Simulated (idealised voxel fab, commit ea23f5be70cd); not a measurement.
process module | voxel self aligned vias
cross-section cut | 270 nm wide | cells 5 nm
A cross-section is a grid of square cells, given in bands from the top down. A band is one or more rows of cells.
Each band's line starts with the height of the band's top and of its bottom, in nm. Then come its materials from left to right, each with its width in nm. One material with "throughout" fills the band from edge to edge. "air" is empty space.
Height 0 is the level under which the wafer as received is all one material. The lowest band goes on downwards, as in "0 down".
A width such as "30 to 40" changes by the same amount from each row of cells to the next, from the band's top row to its bottom row.
"no change" after a step means that no cell of the cross-section changed.
closed voids: empty space of 8 cells or more with no open way to the top, each as width x height at its distance from the left edge, in nm
after a step's settings: what the simulator itself notes on the step
overlay nm, on a step with a mask: how far to the right of its planned place the mask lay; to the left if negative
plan
1 op RECEIVE | material Si
2 op CONFORMAL_DEP | material SiO2 | thk nm 10
3 op CONFORMAL_DEP | material SiCN | thk nm 5
4 op DIRECTIONAL_DEP | material SiO2 | thk nm 20
5 op MASKED_ETCH | tone open | mask id LINES | width nm 30 | pitch nm 60 | etch materials SiO2 | depth nm 20 | overlay nm 0
6 op CONFORMAL_DEP | material TiN | thk nm 5
7 op FILL_DEP | material Ru | thk nm 10
8 op CMP | height nm 35
9 op SELECTIVE_ETCH | etch materials W Ru TiN | depth nm 10
10 op FILL_DEP | material SiN | thk nm 10
11 op CMP | height nm 35
12 op DIRECTIONAL_DEP | material SiO2 | thk nm 15
13 op MASKED_ETCH | tone open | mask id VIAS | width nm 40 | etch materials SiO2 | depth nm 15 | overlay nm 0
14 op MASKED_ETCH | tone open | mask id VIAS | width nm 40 | etch materials SiN | depth nm 10 | overlay nm 0
15 op CONFORMAL_DEP | material TiN | thk nm 5
16 op FILL_DEP | material Ru | thk nm 10
17 op CMP | height nm 50
18 op CONFORMAL_DEP | material SiN | thk nm 5
as received, after step 1
  0 down: Si throughout
  closed voids: none
first wafer at the end, as planned
  55 to 50: SiN throughout
  50 to 40: SiO2 85 | TiN 5 | Ru 30 | TiN 5 | SiO2 145
  40 to 35: SiO2 85 | TiN 10 | Ru 20 | TiN 10 | SiO2 145
  35 to 30: SiO2 90 | TiN 5 | Ru 20 | TiN 5 | SiO2 30 | SiN 30 | SiO2 90
  30 to 25: SiO2 90 | TiN 30 | SiO2 30 | SiN 30 | SiO2 90
  25 to 20: SiO2 90 | TiN 5 | Ru 20 | TiN 5 | SiO2 30 | TiN 5 | Ru 20 | TiN 5 | SiO2 90
  20 to 15: SiO2 90 | TiN 30 | SiO2 30 | TiN 30 | SiO2 90
  15 to 10: SiCN throughout
  10 to 0: SiO2 throughout
  0 down: Si throughout
  closed voids: none
second wafer at the end: like start, like plan, one mistake
  55 to 50: SiN throughout
  50 to 40: SiO2 85 | TiN 5 | Ru 30 | TiN 5 | SiO2 145
  40 to 35: SiO2 85 | TiN 40 | SiO2 145
  35 to 25: SiN 85 | TiN 5 | SiO2 30 | TiN 5 | SiN 25 | SiO2 30 | SiN 90
  25 to 20: Ru 85 | TiN 5 | SiO2 30 | TiN 5 | Ru 20 | TiN 5 | SiO2 30 | TiN 5 | Ru 85
  20 to 15: TiN 90 | SiO2 30 | TiN 30 | SiO2 30 | TiN 90
  15 to 10: SiCN throughout
  10 to 0: SiO2 throughout
  0 down: Si throughout
  closed voids: none
what went wrong: step 5 ran as: op MASKED_ETCH | tone cover | mask id LINES | width nm 30 | pitch nm 60 | etch materials SiO2 | depth nm 20 | overlay nm 0
at the end the second wafer has, in cells: 22 more of Ru | 68 more of SiN | 120 fewer of SiO2 | 30 more of TiN
